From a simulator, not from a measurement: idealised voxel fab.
Documented hereafter: the process module known as voxel wiring stack.
Pictured: cross-section cut, 250 nm wide, on a grid of 5 nm square cells.
We lay out every cross-section as a grid of square cells and spell it out in bands from the top down, where one band means one or more rows of cells.
Band entry format. Leading values: height of top, height of bottom, nm. Remainder: materials in left-to-right order, each with its width in nm. Special words: "full width" on a single material, which then fills the band edge to edge; "empty", empty space.
Heights are expressed relative to 0, this being the level below which the as-received wafer comprises one material exclusively. The lowest band is unbounded in the downward direction and is denoted as in "top 0, no bottom".
Read "30 to 40" as a graded width: first number on top, second number at the bottom, same change between each pair of neighbouring rows.
Given "no modifications" for a step, no cell of the cross-section differs between before and after that step.
"Sealed void listing" specifies each empty space that is not open to the top and that occupies no fewer than 8 cells, using the form width x height at distance, the distance measured from the left edge and all three quantities in nm.
after a step's settings: what the simulator itself notes on the step
overlay nm, on a step with a mask: how far to the right of its planned place the mask lay; to the left if negative
The planned process steps are enumerated hereunder
1,op RECEIVE | material Si
2,op CONFORMAL_DEP | material SiO2 | thk nm 10
3,op CONFORMAL_DEP | material SiN | thk nm 5
4,op DIRECTIONAL_DEP | material lowk | thk nm 20
5,op DIRECTIONAL_DEP | material aC | thk nm 15
6,op PATTERN | tone open | mask id METAL_1 | material resist | width nm 25 | pitch nm 50 | thk nm 30 | overlay nm 0
7,op DIRECTIONAL_ETCH | etch materials aC | depth nm 15
8,op STRIP | etch materials resist
9,op DIRECTIONAL_ETCH | etch materials lowk | depth nm 20
10,op DIRECTIONAL_ETCH | etch materials SiN | depth nm 5
11,op STRIP | etch materials aC
12,op CONFORMAL_DEP | material TiN | thk nm 5
13,op FILL_DEP | material Cu | thk nm 5
14,op CMP | height nm 35
15,op CONFORMAL_DEP | material SiCN | thk nm 5
16,op DIRECTIONAL_DEP | material lowk | thk nm 25
17,op DIRECTIONAL_DEP | material aC | thk nm 15
18,op PATTERN | tone open | mask id METAL_2_HOLES | material resist | width nm 15 | pitch nm 100 | thk nm 35 | overlay nm 0
19,op DIRECTIONAL_ETCH | etch materials aC | depth nm 15
20,op STRIP | etch materials resist
21,op DIRECTIONAL_ETCH | etch materials lowk | depth nm 25
22,op STRIP | etch materials aC
23,op PATTERN | tone open | mask id METAL_2 | material resist | width nm 25 | pitch nm 50 | thk nm 15 | overlay nm 0
24,op DIRECTIONAL_ETCH | etch materials lowk | depth nm 15
25,op DIRECTIONAL_ETCH | etch materials SiCN | depth nm 5
26,op STRIP | etch materials resist
27,op CONFORMAL_DEP | material TiN | thk nm 5
28,op FILL_DEP | material Ru | thk nm 5
29,op CMP | height nm 65
30,op CONFORMAL_DEP | material SiCN | thk nm 5
31,op DIRECTIONAL_DEP | material lowk | thk nm 35
32,op DIRECTIONAL_DEP | material aC | thk nm 15
33,op PATTERN | tone open | mask id METAL_3 | material resist | width nm 25 | pitch nm 50 | thk nm 30 | overlay nm 0
34,op DIRECTIONAL_ETCH | etch materials aC | depth nm 15
35,op STRIP | etch materials resist
36,op DIRECTIONAL_ETCH | etch materials lowk | depth nm 20
37,op STRIP | etch materials aC
38,op MASKED_ETCH | tone open | mask id METAL_3_HOLES | width nm 15 | pitch nm 100 | etch materials lowk | depth nm 15 | overlay nm 0
39,op MASKED_ETCH | tone open | mask id METAL_3_HOLES | width nm 15 | pitch nm 100 | etch materials SiCN | depth nm 5 | overlay nm 0
40,op CONFORMAL_DEP | material TiN | thk nm 5
41,op FILL_DEP | material Cu | thk nm 10
42,op CMP | height nm 105
43,op CONFORMAL_DEP | material SiCN | thk nm 5
44,op DIRECTIONAL_DEP | material SiO2 | thk nm 35
45,op PATTERN | tone open | mask id METAL_4 | material resist | width nm 25 | pitch nm 50 | thk nm 20 | overlay nm 0
46,op DIRECTIONAL_ETCH | etch materials SiO2 | depth nm 20
47,op STRIP | etch materials resist
48,op MASKED_ETCH | tone open | mask id METAL_4_HOLES | width nm 15 | pitch nm 50 | etch materials SiO2 | depth nm 15 | overlay nm 0
49,op MASKED_ETCH | tone open | mask id METAL_4_HOLES | width nm 15 | pitch nm 50 | etch materials SiCN | depth nm 5 | overlay nm 0
50,op CONFORMAL_DEP | material TiN | thk nm 5
51,op FILL_DEP | material Cu | thk nm 10
52,op CMP | height nm 145
53,op CONFORMAL_DEP | material SiCN | thk nm 5
Cross-section of the wafer at receipt, which is the condition after step 1
	top 0, no bottom = Si full width
	Sealed void listing: none
The first of the two wafers as seen in cross-section once the module was finished; processing followed the plan
	top 150, bottom 145 = SiCN full width
	top 145, bottom 130 = SiO2 35 nm, then TiN 5 nm, then Cu 15 nm, then TiN 5 nm, then SiO2 25 nm, then TiN 5 nm, then Cu 15 nm, then TiN 5 nm, then SiO2 25 nm, then TiN 5 nm, then Cu 15 nm, then TiN 5 nm, then SiO2 25 nm, then TiN 5 nm, then Cu 15 nm, then TiN 5 nm, then SiO2 40 nm
	top 130, bottom 125 = SiO2 35 nm, then TiN 5 nm, then Cu 5 nm, then TiN 15 nm, then SiO2 25 nm, then TiN 5 nm, then Cu 5 nm, then TiN 15 nm, then SiO2 25 nm, then TiN 5 nm, then Cu 5 nm, then TiN 15 nm, then SiO2 25 nm, then TiN 5 nm, then Cu 5 nm, then TiN 15 nm, then SiO2 40 nm
	top 125, bottom 110 = SiO2 35 nm, then TiN 5 nm, then Cu 5 nm, then TiN 5 nm, then SiO2 35 nm, then TiN 5 nm, then Cu 5 nm, then TiN 5 nm, then SiO2 35 nm, then TiN 5 nm, then Cu 5 nm, then TiN 5 nm, then SiO2 35 nm, then TiN 5 nm, then Cu 5 nm, then TiN 5 nm, then SiO2 50 nm
	top 110, bottom 105 = SiCN 35 nm, then TiN 15 nm, then SiCN 35 nm, then TiN 15 nm, then SiCN 35 nm, then TiN 15 nm, then SiCN 35 nm, then TiN 15 nm, then SiCN 50 nm
	top 105, bottom 90 = lowk 35 nm, then TiN 5 nm, then Cu 15 nm, then TiN 5 nm, then lowk 25 nm, then TiN 5 nm, then Cu 15 nm, then TiN 5 nm, then lowk 25 nm, then TiN 5 nm, then Cu 15 nm, then TiN 5 nm, then lowk 25 nm, then TiN 5 nm, then Cu 15 nm, then TiN 5 nm, then lowk 40 nm
	top 90, bottom 85 = lowk 35 nm, then TiN 5 nm, then Cu 5 nm, then TiN 15 nm, then lowk 25 nm, then TiN 25 nm, then lowk 25 nm, then TiN 5 nm, then Cu 5 nm, then TiN 15 nm, then lowk 25 nm, then TiN 25 nm, then lowk 40 nm
	top 85, bottom 70 = lowk 35 nm, then TiN 5 nm, then Cu 5 nm, then TiN 5 nm, then lowk 85 nm, then TiN 5 nm, then Cu 5 nm, then TiN 5 nm, then lowk 100 nm
	top 70, bottom 65 = SiCN 35 nm, then TiN 15 nm, then SiCN 85 nm, then TiN 15 nm, then SiCN 100 nm
	top 65, bottom 55 = lowk 35 nm, then TiN 5 nm, then Ru 15 nm, then TiN 5 nm, then lowk 25 nm, then TiN 5 nm, then Ru 15 nm, then TiN 5 nm, then lowk 25 nm, then TiN 5 nm, then Ru 15 nm, then TiN 5 nm, then lowk 25 nm, then TiN 5 nm, then Ru 15 nm, then TiN 5 nm, then lowk 40 nm
	top 55, bottom 50 = lowk 35 nm, then TiN 5 nm, then Ru 5 nm, then TiN 15 nm, then lowk 25 nm, then TiN 25 nm, then lowk 25 nm, then TiN 5 nm, then Ru 5 nm, then TiN 15 nm, then lowk 25 nm, then TiN 25 nm, then lowk 40 nm
	top 50, bottom 40 = lowk 35 nm, then TiN 5 nm, then Ru 5 nm, then TiN 5 nm, then lowk 85 nm, then TiN 5 nm, then Ru 5 nm, then TiN 5 nm, then lowk 100 nm
	top 40, bottom 35 = SiCN 35 nm, then TiN 15 nm, then SiCN 85 nm, then TiN 15 nm, then SiCN 100 nm
	top 35, bottom 15 = lowk 35 nm, then TiN 5 nm, then Cu 15 nm, then TiN 5 nm, then lowk 25 nm, then TiN 5 nm, then Cu 15 nm, then TiN 5 nm, then lowk 25 nm, then TiN 5 nm, then Cu 15 nm, then TiN 5 nm, then lowk 25 nm, then TiN 5 nm, then Cu 15 nm, then TiN 5 nm, then lowk 40 nm
	top 15, bottom 10 = SiN 35 nm, then TiN 25 nm, then SiN 25 nm, then TiN 25 nm, then SiN 25 nm, then TiN 25 nm, then SiN 25 nm, then TiN 25 nm, then SiN 40 nm
	top 10, bottom 0 = SiO2 full width
	top 0, no bottom = Si full width
	Sealed void listing: none
Cross-section, second wafer: same start as the first, same plan as the first, one mistake in running it; taken at the end of the module
	top 150, bottom 145 = SiCN full width
	top 145, bottom 130 = SiO2 35 nm, then TiN 5 nm, then Cu 15 nm, then TiN 5 nm, then SiO2 25 nm, then TiN 5 nm, then Cu 15 nm, then TiN 5 nm, then SiO2 25 nm, then TiN 5 nm, then Cu 15 nm, then TiN 5 nm, then SiO2 25 nm, then TiN 5 nm, then Cu 15 nm, then TiN 5 nm, then SiO2 40 nm
	top 130, bottom 125 = SiO2 35 nm, then TiN 5 nm, then Cu 5 nm, then TiN 15 nm, then SiO2 25 nm, then TiN 5 nm, then Cu 5 nm, then TiN 15 nm, then SiO2 25 nm, then TiN 5 nm, then Cu 5 nm, then TiN 15 nm, then SiO2 25 nm, then TiN 5 nm, then Cu 5 nm, then TiN 15 nm, then SiO2 40 nm
	top 125, bottom 110 = SiO2 35 nm, then TiN 5 nm, then Cu 5 nm, then TiN 5 nm, then SiO2 35 nm, then TiN 5 nm, then Cu 5 nm, then TiN 5 nm, then SiO2 35 nm, then TiN 5 nm, then Cu 5 nm, then TiN 5 nm, then SiO2 35 nm, then TiN 5 nm, then Cu 5 nm, then TiN 5 nm, then SiO2 50 nm
	top 110, bottom 105 = SiCN 35 nm, then TiN 15 nm, then SiCN 35 nm, then TiN 15 nm, then SiCN 35 nm, then TiN 15 nm, then SiCN 35 nm, then TiN 15 nm, then SiCN 50 nm
	top 105, bottom 90 = lowk 35 nm, then TiN 5 nm, then Cu 15 nm, then TiN 5 nm, then lowk 25 nm, then TiN 5 nm, then Cu 15 nm, then TiN 5 nm, then lowk 25 nm, then TiN 5 nm, then Cu 15 nm, then TiN 5 nm, then lowk 25 nm, then TiN 5 nm, then Cu 15 nm, then TiN 5 nm, then lowk 40 nm
	top 90, bottom 85 = lowk 35 nm, then TiN 5 nm, then Cu 5 nm, then TiN 15 nm, then lowk 25 nm, then TiN 25 nm, then lowk 25 nm, then TiN 5 nm, then Cu 5 nm, then TiN 15 nm, then lowk 25 nm, then TiN 25 nm, then lowk 40 nm
	top 85, bottom 70 = lowk 35 nm, then TiN 5 nm, then Cu 5 nm, then TiN 5 nm, then lowk 85 nm, then TiN 5 nm, then Cu 5 nm, then TiN 5 nm, then lowk 100 nm
	top 70, bottom 65 = SiCN 35 nm, then TiN 15 nm, then SiCN 85 nm, then TiN 15 nm, then SiCN 100 nm
	top 65, bottom 55 = lowk 35 nm, then TiN 5 nm, then Ru 15 nm, then TiN 5 nm, then lowk 25 nm, then TiN 5 nm, then Ru 15 nm, then TiN 5 nm, then lowk 25 nm, then TiN 5 nm, then Ru 15 nm, then TiN 5 nm, then lowk 25 nm, then TiN 5 nm, then Ru 15 nm, then TiN 5 nm, then lowk 40 nm
	top 55, bottom 50 = lowk 35 nm, then TiN 5 nm, then Ru 5 nm, then TiN 15 nm, then lowk 25 nm, then TiN 25 nm, then lowk 25 nm, then TiN 5 nm, then Ru 5 nm, then TiN 15 nm, then lowk 25 nm, then TiN 25 nm, then lowk 40 nm
	top 50, bottom 40 = lowk 35 nm, then TiN 5 nm, then Ru 5 nm, then TiN 5 nm, then lowk 85 nm, then TiN 5 nm, then Ru 5 nm, then TiN 5 nm, then lowk 100 nm
	top 40, bottom 35 = SiCN 35 nm, then TiN 15 nm, then SiCN 85 nm, then TiN 15 nm, then SiCN 100 nm
	top 35, bottom 15 = lowk 35 nm, then TiN 5 nm, then SiN 15 nm, then TiN 5 nm, then lowk 25 nm, then TiN 5 nm, then SiN 15 nm, then TiN 5 nm, then lowk 25 nm, then TiN 5 nm, then SiN 15 nm, then TiN 5 nm, then lowk 25 nm, then TiN 5 nm, then SiN 15 nm, then TiN 5 nm, then lowk 40 nm
	top 15, bottom 10 = SiN 35 nm, then TiN 25 nm, then SiN 25 nm, then TiN 25 nm, then SiN 25 nm, then TiN 25 nm, then SiN 25 nm, then TiN 25 nm, then SiN 40 nm
	top 10, bottom 0 = SiO2 full width
	top 0, no bottom = Si full width
	Sealed void listing: none
The plan and the run diverged here: off-plan run, step 13, actual operation and settings op FILL_DEP | material SiN | thk nm 5
The second wafer ends with more or fewer cells of some materials than the first, per final count: -48 Cu | +48 SiN
